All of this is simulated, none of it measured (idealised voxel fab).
The document below concerns the process module designated voxel wiring stack.
This is section cut - it's 185 nm across, gridded in 5 nm square cells.
A cross-section is a grid of square cells, given in bands from the top down. A band is one or more rows of cells. Read a band's entry like this: the first values are the height of its top and the height of its bottom in nm, and what follows is the sequence of materials from left to right, each with its width in nm. Note that "blank" is empty space, and that a single material marked "throughout" reaches across the band from edge to edge. A quick word on heights: they are counted from 0, and under that level the wafer as it came to us is one material throughout. The lowest band is different from the rest in having no bottom; it simply continues downward, written as in "top 0, no bottom". So if you see something like "30 to 40" for the width, read it as the top row of the band sitting at the first number and the bottom row at the second, with every row in between moving by the same amount as the last. A step reported as "no alterations made" is a step in which no cell of the cross-section changed. Look at "Voids lacking openings" for the closed voids: empty spaces with no open path to the top, sized 8 cells or up. Each is width x height at distance, distance from the left edge, all nm. Text after the settings on a step's line: the simulator's own remark on that step. You can add "overlay nm" to a step's line. For a step with a mask, it describes how far the mask lay to the right of its planned position, and a negative number describes a lay to the left.

## Planned process steps
1. RECEIVE | material Si
2. CONFORMAL_DEP | material SiO2 | thk nm 10
3. DIRECTIONAL_DEP | material TiN | thk nm 5
4. DIRECTIONAL_DEP | material Ru | thk nm 25
5. MASKED_ETCH | tone cover | mask id METAL_1 | width nm 20 | pitch nm 45 | etch materials Ru | depth nm 25 | overlay nm 0
6. MASKED_ETCH | tone cover | mask id METAL_1 | width nm 20 | pitch nm 45 | etch materials TiN | depth nm 5 | overlay nm 0
7. CONFORMAL_DEP | material SiCN | thk nm 5
8. FILL_DEP | material SiO2 | thk nm 10
9. CMP | height nm 40
10. CONFORMAL_DEP | material SiCN | thk nm 5
11. DIRECTIONAL_DEP | material SiO2 | thk nm 15
12. MASKED_ETCH | tone open | mask id PLUG_1 | width nm 15 | pitch nm 45 | etch materials SiO2 | depth nm 15 | overlay nm 0
13. MASKED_ETCH | tone open | mask id PLUG_1 | width nm 15 | pitch nm 45 | etch materials SiCN | depth nm 5 | overlay nm 0
14. EPI | material Ru | thk nm 10
15. EPI | material Ru | thk nm 10
16. DIRECTIONAL_DEP | material TiN | thk nm 5
17. DIRECTIONAL_DEP | material Ru | thk nm 20
18. DIRECTIONAL_DEP | material aC | thk nm 15
19. PATTERN | tone cover | mask id METAL_2 | material resist | width nm 20 | pitch nm 45 | thk nm 30 | overlay nm 0
20. DIRECTIONAL_ETCH | etch materials aC | depth nm 15
21. STRIP | etch materials resist
22. DIRECTIONAL_ETCH | etch materials Ru | depth nm 20
23. DIRECTIONAL_ETCH | etch materials TiN | depth nm 5
24. STRIP | etch materials aC
25. FILL_DEP | material lowk | thk nm 5
26. CMP | height nm 85
27. CONFORMAL_DEP | material SiCN | thk nm 5

## Cross-section of the incoming wafer, state after step 1
    top 0, no bottom | Si throughout
    Voids lacking openings: none

## First of two wafers at the end of the module, shown in cross-section; run carried out as planned
    top 90, bottom 85 | SiCN throughout
    top 85, bottom 65 | 35 of lowk | 20 of Ru | 25 of lowk | 20 of Ru | 25 of lowk | 20 of Ru | 40 of lowk
    top 65, bottom 60 | 35 of lowk | 20 of TiN | 25 of lowk | 20 of TiN | 25 of lowk | 20 of TiN | 40 of lowk
    top 60, bottom 45 | 35 of SiO2 | 15 of Ru | 30 of SiO2 | 15 of Ru | 30 of SiO2 | 15 of Ru | 45 of SiO2
    top 45, bottom 40 | 35 of SiCN | 15 of Ru | 30 of SiCN | 15 of Ru | 30 of SiCN | 15 of Ru | 45 of SiCN
    top 40, bottom 15 | 30 of SiO2 | 5 of SiCN | 20 of Ru | 5 of SiCN | 15 of SiO2 | 5 of SiCN | 20 of Ru | 5 of SiCN | 15 of SiO2 | 5 of SiCN | 20 of Ru | 5 of SiCN | 35 of SiO2
    top 15, bottom 10 | 35 of SiCN | 20 of TiN | 25 of SiCN | 20 of TiN | 25 of SiCN | 20 of TiN | 40 of SiCN
    top 10, bottom 0 | SiO2 throughout
    top 0, no bottom | Si throughout
    Voids lacking openings: none

## The second wafer, shown in cross-section after the module: started the same way as the first and given the same plan, yet one mistake crept into how it was run
    top 90, bottom 85 | SiCN throughout
    top 85, bottom 65 | 35 of Ru | 20 of lowk | 25 of Ru | 20 of lowk | 25 of Ru | 20 of lowk | 40 of Ru
    top 65, bottom 60 | 35 of TiN | 20 of lowk | 25 of TiN | 20 of lowk | 25 of TiN | 20 of lowk | 40 of TiN
    top 60, bottom 45 | 35 of SiO2 | 15 of Ru | 30 of SiO2 | 15 of Ru | 30 of SiO2 | 15 of Ru | 45 of SiO2
    top 45, bottom 40 | 35 of SiCN | 15 of Ru | 30 of SiCN | 15 of Ru | 30 of SiCN | 15 of Ru | 45 of SiCN
    top 40, bottom 15 | 30 of SiO2 | 5 of SiCN | 20 of Ru | 5 of SiCN | 15 of SiO2 | 5 of SiCN | 20 of Ru | 5 of SiCN | 15 of SiO2 | 5 of SiCN | 20 of Ru | 5 of SiCN | 35 of SiO2
    top 15, bottom 10 | 35 of SiCN | 20 of TiN | 25 of SiCN | 20 of TiN | 25 of SiCN | 20 of TiN | 40 of SiCN
    top 10, bottom 0 | SiO2 throughout
    top 0, no bottom | Si throughout
    Voids lacking openings: none
Diagnosis: it should be noted that step 19 was executed with settings other than those planned, the operation and settings actually applied being PATTERN | tone open | mask id METAL_2 | material resist | width nm 20 | pitch nm 45 | thk nm 30 | overlay nm 0
at the end the second wafer has, in cells: 52 more of Ru; 13 more of TiN; 65 fewer of lowk
